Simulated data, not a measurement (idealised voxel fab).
process module | voxel double patterning
cross-section cut | 200 nm wide | cells 5 nm
A cross-section is a grid of square cells, given in bands from the top down. A band is one or more rows of cells.
Each band's line starts with the height of the band's top and of its bottom, in nm. Then come its materials from left to right, each with its width in nm. One material with "throughout" fills the band from edge to edge. "air" is empty space.
Height 0 is the level under which the wafer as received is all one material. The lowest band goes on downwards, as in "0 down".
A width such as "30 to 40" changes by the same amount from each row of cells to the next, from the band's top row to its bottom row.
"no change" after a step means that no cell of the cross-section changed.
closed voids: empty space of 8 cells or more with no open way to the top, each as width x height at its distance from the left edge, in nm
after a step's settings: what the simulator itself notes on the step
overlay nm, on a step with a mask: how far to the right of its planned place the mask lay; to the left if negative
plan
1 op RECEIVE | material Si
2 op CONFORMAL_DEP | material SiO2 | thk nm 10
3 op DIRECTIONAL_DEP | material W | thk nm 20
4 op DIRECTIONAL_DEP | material SiN | thk nm 5
5 op PATTERN | tone open | mask id FIRST | material resist | width nm 15 | pitch nm 50 | thk nm 20 | overlay nm 0
6 op DIRECTIONAL_ETCH | etch materials SiN | depth nm 5
7 op STRIP | etch materials resist
8 op PATTERN | tone open | mask id SECOND | material resist | width nm 15 | pitch nm 50 | thk nm 15 | overlay nm 0
9 op DIRECTIONAL_ETCH | etch materials SiN | depth nm 5
10 op STRIP | etch materials resist
11 op DIRECTIONAL_ETCH | etch materials W | depth nm 20
12 op STRIP | etch materials SiN
as received, after step 1
  0 down: Si throughout
  closed voids: none
a wafer at the end: this start, this plan, one mistake
  30 to 10: air 65 | W 15 | air 35 | W 15 | air 70
  10 to 0: SiO2 throughout
  0 down: Si throughout
  closed voids: none
what went wrong: step 8 ran as: op PATTERN | tone cover | mask id SECOND | material resist | width nm 15 | pitch nm 50 | thk nm 15 | overlay nm 0
